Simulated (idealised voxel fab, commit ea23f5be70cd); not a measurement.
Documented hereafter: the process module known as voxel plated lines.
Cross-section cut spans 225 nm and uses square cells 5 nm in size.
When this document writes out a cross-section, it uses a grid of square cells and lists it as bands, beginning at the top and moving down, with a band standing for one or more rows of cells.
For a band, the entry starts with two heights in nm, that of the top and then that of the bottom, and carries on with the band's materials in order from left to right, each alongside its width in nm; the word "all across" beside a single material means it fills the band edge to edge, and "air" means empty space.
Height reference: 0 = level under which incoming wafer is all one material. Lowest band: no bottom, runs on downward, e.g. "top 0, no bottom".
Note: "30..40" means the width goes from the first number (top row of the band) to the second number (bottom row) in equal steps per row of cells.
"no change" means the step left every cell of the cross-section as it was.
Enclosed voids (no open way to top), threshold 8 cells or more, entry "Closed-off voids", notation width x height at distance, distance from left edge, nm.
The remark found on a step's line after its settings is issued by the simulator itself and pertains to that step.
overlay nm: right-of-plan distance of the mask on a masked step; negative values mean left-of-plan.

[The planned process steps are enumerated hereunder]
- 1: RECEIVE (material Si)
- 2: CONFORMAL_DEP (material Al2O3; thk nm 5)
- 3: DIRECTIONAL_DEP (material TiN; thk nm 5)
- 4: PATTERN (tone open; mask id LINES; material resist; width nm 20; pitch nm 45; thk nm 30; overlay nm 0)
- 5: EPI (material Ru; thk nm 5)
- 6: EPI (material Ru; thk nm 5)
- 7: STRIP (etch materials resist)
- 8: DIRECTIONAL_ETCH (etch materials TiN; depth nm 5)
- 9: CONFORMAL_DEP (material SiN; thk nm 10)

[Shown in cross-section is the wafer as received, that is, as it stands after step 1]
  top 0, no bottom  Si all across
  Closed-off voids: none

[Run as planned - first of the two wafers cross-sectioned at the end of the module]
  top 30, bottom 20  70 nm air; 40 nm SiN; 5 nm air; 40 nm SiN; 70 nm air
  top 20, bottom 15  70 nm air; 10 nm SiN; 20 nm Ru; 10 nm SiN; 5 nm air; 10 nm SiN; 20 nm Ru; 10 nm SiN; 70 nm air
  top 15, bottom 10  80 nm SiN; 20 nm Ru; 25 nm SiN; 20 nm Ru; 80 nm SiN
  top 10, bottom 5  80 nm SiN; 20 nm TiN; 25 nm SiN; 20 nm TiN; 80 nm SiN
  top 5, bottom 0  Al2O3 all across
  top 0, no bottom  Si all across
  Closed-off voids: none

[The second wafer, shown in cross-section after the module: started the same way as the first and given the same plan, yet one mistake crept into how it was run]
  top 40, bottom 30  70 nm air; 40 nm SiN; 5 nm air; 40 nm SiN; 70 nm air
  top 30, bottom 25  70 nm air; 10 nm SiN; 20 nm Ru; 10 nm SiN; 5 nm air; 10 nm SiN; 20 nm Ru; 10 nm SiN; 70 nm air
  top 25, bottom 20  80 nm SiN; 20 nm Ru; 25 nm SiN; 20 nm Ru; 80 nm SiN
  top 20, bottom 15  80 nm SiN; 20 nm TiN; 25 nm SiN; 20 nm TiN; 80 nm SiN
  top 15, bottom 5  TiN all across
  top 5, bottom 0  Al2O3 all across
  top 0, no bottom  Si all across
  Closed-off voids: none
Run error: contrary to plan, step 3 was performed as DIRECTIONAL_DEP (material TiN; thk nm 15)
Final difference in cells, second wafer against first, listed per material as more or fewer: TiN +90
